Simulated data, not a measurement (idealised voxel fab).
process module | voxel gate over fins
cross-section cut | 250 nm wide | cells 5 nm
A cross-section is a grid of square cells, given in bands from the top down. A band is one or more rows of cells.
Each band's line starts with the height of the band's top and of its bottom, in nm. Then come its materials from left to right, each with its width in nm. One material with "throughout" fills the band from edge to edge. "air" is empty space.
Height 0 is the level under which the wafer as received is all one material. The lowest band goes on downwards, as in "0 down".
A width such as "30 to 40" changes by the same amount from each row of cells to the next, from the band's top row to its bottom row.
"no change" after a step means that no cell of the cross-section changed.
closed voids: empty space of 8 cells or more with no open way to the top, each as width x height at its distance from the left edge, in nm
after a step's settings: what the simulator itself notes on the step
overlay nm, on a step with a mask: how far to the right of its planned place the mask lay; to the left if negative
plan
1 op RECEIVE | material Si
2 op CONFORMAL_DEP | material SiN | thk nm 5
3 op MASKED_ETCH | tone cover | mask id FINS | width nm 15 | pitch nm 60 | etch materials SiN | depth nm 5 | overlay nm 0
4 op MASKED_ETCH | tone cover | mask id FINS | width nm 15 | pitch nm 60 | etch materials Si | depth nm 40 | overlay nm 0
5 op OXIDIZE | depth nm 5
6 op FILL_DEP | material SiO2 | thk nm 10
7 op CMP | height nm 5
8 op DIRECTIONAL_DEP | material aC | thk nm 10
9 op PATTERN | tone open | mask id RAIL | material resist | width nm 15 | thk nm 30 | overlay nm 0
10 op DIRECTIONAL_ETCH | etch materials aC | depth nm 10
11 op STRIP | etch materials resist
12 op DIRECTIONAL_ETCH | etch materials SiO2 | depth nm 40
13 op STRIP | etch materials aC
14 op CONFORMAL_DEP | material TiN | thk nm 5
15 op FILL_DEP | material W | thk nm 10
16 op CMP | height nm 5
17 op SELECTIVE_ETCH | etch materials W Ru TiN | depth nm 25
18 op FILL_DEP | material SiO2 | thk nm 5
19 op CMP | height nm 5
20 op SELECTIVE_ETCH | etch materials SiO2 | depth nm 15
21 op STRIP | etch materials SiN
22 op CONFORMAL_DEP | material HfO2 | thk nm 5
23 op CONFORMAL_DEP | material TiN | thk nm 5
24 op CONFORMAL_DEP | material TiAl | thk nm 5
25 op CONFORMAL_DEP | material TiN | thk nm 5
26 op FILL_DEP | material W | thk nm 10
27 op CMP | height nm 25
28 op CONFORMAL_DEP | material SiN | thk nm 10
as received, after step 1
  0 down: Si throughout
  closed voids: none
a wafer at the end: this start, this plan, one mistake
  35 to 25: SiN throughout
  25 to 20: W throughout
  20 to 15: W 40 | TiN 45 | W 15 | TiN 45 | W 15 | TiN 45 | W 45
  15 to 10: W 40 | TiN 5 | TiAl 35 | TiN 5 | W 15 | TiN 5 | TiAl 35 | TiN 5 | W 15 | TiN 5 | TiAl 35 | TiN 5 | W 45
  10 to 5: TiN 45 | TiAl 5 | HfO2 25 | TiAl 5 | TiN 25 | TiAl 5 | HfO2 25 | TiAl 5 | TiN 25 | TiAl 5 | HfO2 25 | TiAl 5 | TiN 50
  5 to 0: TiAl 50 | HfO2 5 | TiN 15 | HfO2 5 | TiAl 35 | HfO2 5 | TiN 15 | HfO2 5 | TiAl 35 | HfO2 5 | TiN 15 | HfO2 5 | TiAl 55
  0 to -5: HfO2 55 | TiN 5 | Si 5 | TiN 5 | HfO2 45 | TiN 5 | Si 5 | TiN 5 | HfO2 45 | TiN 5 | Si 5 | TiN 5 | HfO2 60
  -5 to -10: TiN 60 | Si 5 | TiN 55 | Si 5 | TiN 55 | Si 5 | TiN 65
  -10 to -20: SiO2 60 | Si 5 | SiO2 55 | Si 5 | SiO2 55 | Si 5 | SiO2 65
  -20 to -30: SiO2 60 | Si 5 | SiO2 20 | TiN 5 | W 5 | TiN 5 | SiO2 20 | Si 5 | SiO2 55 | Si 5 | SiO2 65
  -30 to -35: SiO2 60 | Si 5 | SiO2 20 | TiN 15 | SiO2 20 | Si 5 | SiO2 55 | Si 5 | SiO2 65
  -35 to -45: SiO2 60 | Si 5 | SiO2 55 | Si 5 | SiO2 55 | Si 5 | SiO2 65
  -45 down: Si throughout
  closed voids: none
what went wrong: steps 22 and 23 were swapped
